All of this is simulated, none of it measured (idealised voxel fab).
A process module follows: voxel wiring stack.
We display cut, a cross-section 175 nm in width whose square cells are each 5 nm.
Heads up, the way a cross-section reads in here is a grid of square cells, handed over as bands from the top down, with every band being one or more rows of cells. Quick guide to a band line: top height, bottom height (nm) up front; then every material left to right with its width in nm. Only one material and it's marked "everywhere"? Then it fills the band edge to edge. And "blank" just means empty space. Height 0 is the level under which the wafer as received is all one material. The lowest band goes on downwards, as in "0..down". With a width like "30..40", each row of cells in the band differs from the next by the same amount, the top row carrying the first number and the bottom row the second. Basically "no alteration" means that step didn't change any cell in the cross-section. The entry titled "Fully sealed voids" provides the empty spaces that have no open way to the top, restricted to those of 8 cells or more. Each is presented as width x height at distance, the distance being measured from the left edge, with all three in nm. Step line, after settings: the simulator's comment on this step. overlay nm: how far to the right of its planned place the mask lay on this masked step (negative: to the left).
Listed below are the process steps as planned:
| 1 | RECEIVE, material Si |
| 2 | CONFORMAL_DEP, material SiO2, thk nm 10 |
| 3 | CONFORMAL_DEP, material SiCN, thk nm 5 |
| 4 | DIRECTIONAL_DEP, material SiO2, thk nm 25 |
| 5 | DIRECTIONAL_DEP, material aC, thk nm 15 |
| 6 | PATTERN, tone open, mask id METAL_1, material resist, width nm 25, pitch nm 40, thk nm 30, overlay nm -15 |
| 7 | DIRECTIONAL_ETCH, etch materials aC, depth nm 15 |
| 8 | STRIP, etch materials resist |
| 9 | DIRECTIONAL_ETCH, etch materials SiO2, depth nm 25 |
| 10 | DIRECTIONAL_ETCH, etch materials SiCN, depth nm 5 |
| 11 | STRIP, etch materials aC |
| 12 | CONFORMAL_DEP, material TiN, thk nm 5 |
| 13 | FILL_DEP, material Ru, thk nm 5 |
| 14 | CMP, height nm 40 |
| 15 | EPI, material Ru, thk nm 5 |
| 16 | FILL_DEP, material SiCN, thk nm 5 |
| 17 | DIRECTIONAL_DEP, material SiO2, thk nm 25 |
| 18 | MASKED_ETCH, tone open, mask id METAL_2, width nm 25, pitch nm 40, etch materials SiO2, depth nm 15, overlay nm 0 |
| 19 | PATTERN, tone open, mask id METAL_2_HOLES, material resist, width nm 15, pitch nm 40, thk nm 15, overlay nm 0 |
| 20 | DIRECTIONAL_ETCH, etch materials SiO2, depth nm 10 |
| 21 | DIRECTIONAL_ETCH, etch materials SiCN, depth nm 5 |
| 22 | STRIP, etch materials resist |
| 23 | CONFORMAL_DEP, material TiN, thk nm 5 |
| 24 | FILL_DEP, material Cu, thk nm 5 |
| 25 | CMP, height nm 75 |
| 26 | CONFORMAL_DEP, material SiCN, thk nm 5 |
Wafers differ in overlay nm at step 6; plan lists the first wafer's value; identical starting state.
Cross-section: the first of several wafers in its as-received state, i.e. following step 1:
  0..down: Si everywhere
  Fully sealed voids: none
Depicted here is the first of several wafers in cross-section, at module completion following the last step, step 26:
  80..75: SiCN everywhere
  75..65: 35 nm SiO2, 5 nm TiN, 15 nm Cu, 5 nm TiN, 15 nm SiO2, 5 nm TiN, 15 nm Cu, 5 nm TiN, 15 nm SiO2, 5 nm TiN, 15 nm Cu, 5 nm TiN, 35 nm SiO2
  65..60: 35 nm SiO2, 5 nm TiN, 5 nm Cu, 15 nm TiN, 15 nm SiO2, 5 nm TiN, 5 nm Cu, 15 nm TiN, 15 nm SiO2, 5 nm TiN, 5 nm Cu, 15 nm TiN, 35 nm SiO2
  60..50: 35 nm SiO2, 5 nm TiN, 5 nm Cu, 5 nm TiN, 25 nm SiO2, 5 nm TiN, 5 nm Cu, 5 nm TiN, 25 nm SiO2, 5 nm TiN, 5 nm Cu, 5 nm TiN, 45 nm SiO2
  50..45: 35 nm SiCN, 15 nm TiN, 25 nm SiCN, 15 nm TiN, 25 nm SiCN, 15 nm TiN, 45 nm SiCN
  45..40: 15 nm SiCN, 35 nm Ru, 5 nm SiCN, 35 nm Ru, 5 nm SiCN, 35 nm Ru, 45 nm SiCN
  40..15: 20 nm SiO2, 5 nm TiN, 15 nm Ru, 5 nm TiN, 15 nm SiO2, 5 nm TiN, 15 nm Ru, 5 nm TiN, 15 nm SiO2, 5 nm TiN, 15 nm Ru, 5 nm TiN, 50 nm SiO2
  15..10: 20 nm SiCN, 25 nm TiN, 15 nm SiCN, 25 nm TiN, 15 nm SiCN, 25 nm TiN, 50 nm SiCN
  10..0: SiO2 everywhere
  0..down: Si everywhere
  Fully sealed voids: none
Showing the last wafer in cross-section at the end of the module:
  80..75: SiCN everywhere
  75..65: 35 nm SiO2, 5 nm TiN, 15 nm Cu, 5 nm TiN, 15 nm SiO2, 5 nm TiN, 15 nm Cu, 5 nm TiN, 15 nm SiO2, 5 nm TiN, 15 nm Cu, 5 nm TiN, 35 nm SiO2
  65..60: 35 nm SiO2, 5 nm TiN, 5 nm Cu, 15 nm TiN, 15 nm SiO2, 5 nm TiN, 5 nm Cu, 15 nm TiN, 15 nm SiO2, 5 nm TiN, 5 nm Cu, 15 nm TiN, 35 nm SiO2
  60..50: 35 nm SiO2, 5 nm TiN, 5 nm Cu, 5 nm TiN, 25 nm SiO2, 5 nm TiN, 5 nm Cu, 5 nm TiN, 25 nm SiO2, 5 nm TiN, 5 nm Cu, 5 nm TiN, 45 nm SiO2
  50..45: 35 nm SiCN, 15 nm TiN, 25 nm SiCN, 15 nm TiN, 25 nm SiCN, 15 nm TiN, 45 nm SiCN
  45..40: 45 nm SiCN, 35 nm Ru, 5 nm SiCN, 35 nm Ru, 5 nm SiCN, 35 nm Ru, 15 nm SiCN
  40..15: 50 nm SiO2, 5 nm TiN, 15 nm Ru, 5 nm TiN, 15 nm SiO2, 5 nm TiN, 15 nm Ru, 5 nm TiN, 15 nm SiO2, 5 nm TiN, 15 nm Ru, 5 nm TiN, 20 nm SiO2
  15..10: 50 nm SiCN, 25 nm TiN, 15 nm SiCN, 25 nm TiN, 15 nm SiCN, 25 nm TiN, 20 nm SiCN
  10..0: SiO2 everywhere
  0..down: Si everywhere
  Fully sealed voids: none
Every row in this table is a wafer at the end of the module, and it gives, for each of the materials, the cells that wafer has gained (+) or lost (-) since it was received, then its closed voids:
overlay nm -15 | +27 Cu | +66 Ru | +95 SiCN | +282 SiO2 | +90 TiN | Fully sealed voids: none
overlay nm -10 | +27 Cu | +66 Ru | +95 SiCN | +282 SiO2 | +90 TiN | Fully sealed voids: none
overlay nm -5 | +27 Cu | +66 Ru | +95 SiCN | +282 SiO2 | +90 TiN | Fully sealed voids: none
overlay nm 0 | +27 Cu | +66 Ru | +95 SiCN | +282 SiO2 | +90 TiN | Fully sealed voids: none
overlay nm 5 | +27 Cu | +66 Ru | +95 SiCN | +282 SiO2 | +90 TiN | Fully sealed voids: none
overlay nm 10 | +27 Cu | +66 Ru | +95 SiCN | +282 SiO2 | +90 TiN | Fully sealed voids: none
overlay nm 15 | +27 Cu | +66 Ru | +95 SiCN | +282 SiO2 | +90 TiN | Fully sealed voids: none
